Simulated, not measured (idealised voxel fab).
process module | voxel air gaps
The cross-section on display is named cut; it measures 215 nm wide, and its cells are 5 nm squares.
How to read a cross-section here: the picture is a grid of square cells, written as bands going from the top down, and any band can span one or more rows of cells. Per band: top height and bottom height in nm, followed by the left-to-right materials and their widths in nm; "all across" marks a single material spanning edge to edge, "empty" marks empty space. Height 0 is the level under which the wafer as received is all one material. The lowest band goes on downwards, as in "0..down". The expression "30->40" gives the width at the extremes of the band, the first number at its top row of cells and the second at its bottom row, with the width changing by equal amounts from each row to the next in between. Reading "left unchanged" for a step: not a cell of the cross-section changed in it. In the "Enclosed void listing" entry, you get each enclosed empty space of 8 cells or more, one with no open way to the top, written width x height at distance, distance from the left edge, in nm. Heads up: the bit after the settings on a step's line is the simulator's remark on that step. overlay nm: step with mask; distance mask lay right of planned place; negative value = left of planned place.

[Process steps - plan]
1 RECEIVE,material Si
2 CONFORMAL_DEP,material SiO2,thk nm 10
3 CONFORMAL_DEP,material SiCN,thk nm 5
4 DIRECTIONAL_DEP,material lowk,thk nm 35
5 MASKED_ETCH,tone open,mask id LINES,width nm 20,pitch nm 50,etch materials lowk,depth nm 35,overlay nm 0
6 CONFORMAL_DEP,material TiN,thk nm 5
7 FILL_DEP,material Ru,thk nm 10
8 CMP,height nm 50
9 EPI,material Ru,thk nm 10
10 SELECTIVE_ETCH,etch materials lowk,depth nm 45
11 CONFORMAL_DEP,material SiCN,thk nm 5

[Delivered wafer in cross-section: state after step 1]
> 0..down | Si all across
> Enclosed void listing: none

[Module complete - cross-section of the first of two wafers, run according to plan]
> 65..60 | 5 of empty, 200 of SiCN, 10 of empty
> 60..50 | 5 of empty, 5 of SiCN, 40 of Ru, 10 of SiCN, 40 of Ru, 10 of SiCN, 40 of Ru, 10 of SiCN, 40 of Ru, 5 of SiCN, 10 of empty
> 50..45 | 5 of empty, 15 of SiCN, 5 of TiN, 10 of Ru, 5 of TiN, 30 of SiCN, 5 of TiN, 10 of Ru, 5 of TiN, 30 of SiCN, 5 of TiN, 10 of Ru, 5 of TiN, 30 of SiCN, 5 of TiN, 10 of Ru, 5 of TiN, 15 of SiCN, 10 of empty
> 45..20 | 15 of empty, 5 of SiCN, 5 of TiN, 10 of Ru, 5 of TiN, 5 of SiCN, 20 of empty, 5 of SiCN, 5 of TiN, 10 of Ru, 5 of TiN, 5 of SiCN, 20 of empty, 5 of SiCN, 5 of TiN, 10 of Ru, 5 of TiN, 5 of SiCN, 20 of empty, 5 of SiCN, 5 of TiN, 10 of Ru, 5 of TiN, 5 of SiCN, 20 of empty
> 20..15 | 20 of SiCN, 20 of TiN, 30 of SiCN, 20 of TiN, 30 of SiCN, 20 of TiN, 30 of SiCN, 20 of TiN, 25 of SiCN
> 15..10 | SiCN all across
> 10..0 | SiO2 all across
> 0..down | Si all across
> Enclosed void listing: 20 x 25 at 45; 20 x 25 at 95; 20 x 25 at 145

[Presented here is a cross-section of the second of the two wafers as it stood at the end of the module. It was started in the same manner and assigned the same plan as the first wafer; however, one mistake was made in its execution]
> 65..60 | 5 of empty, 200 of SiCN, 10 of empty
> 60..50 | 5 of empty, 5 of SiCN, 40 of Ru, 10 of SiCN, 40 of Ru, 10 of SiCN, 40 of Ru, 10 of SiCN, 40 of Ru, 5 of SiCN, 10 of empty
> 50..45 | 5 of empty, 15 of SiCN, 5 of TiN, 10 of SiO2, 5 of TiN, 30 of SiCN, 5 of TiN, 10 of SiO2, 5 of TiN, 30 of SiCN, 5 of TiN, 10 of SiO2, 5 of TiN, 30 of SiCN, 5 of TiN, 10 of SiO2, 5 of TiN, 15 of SiCN, 10 of empty
> 45..20 | 15 of empty, 5 of SiCN, 5 of TiN, 10 of SiO2, 5 of TiN, 5 of SiCN, 20 of empty, 5 of SiCN, 5 of TiN, 10 of SiO2, 5 of TiN, 5 of SiCN, 20 of empty, 5 of SiCN, 5 of TiN, 10 of SiO2, 5 of TiN, 5 of SiCN, 20 of empty, 5 of SiCN, 5 of TiN, 10 of SiO2, 5 of TiN, 5 of SiCN, 20 of empty
> 20..15 | 20 of SiCN, 20 of TiN, 30 of SiCN, 20 of TiN, 30 of SiCN, 20 of TiN, 30 of SiCN, 20 of TiN, 25 of SiCN
> 15..10 | SiCN all across
> 10..0 | SiO2 all across
> 0..down | Si all across
> Enclosed void listing: 20 x 25 at 45; 20 x 25 at 95; 20 x 25 at 145
The plan and the run diverged here: rather than as planned, step 7 actually ran as FILL_DEP,material SiO2,thk nm 10
The final cell counts differ between the wafers, with the second having more or fewer of some materials than the first: -48 Ru | +48 SiO2
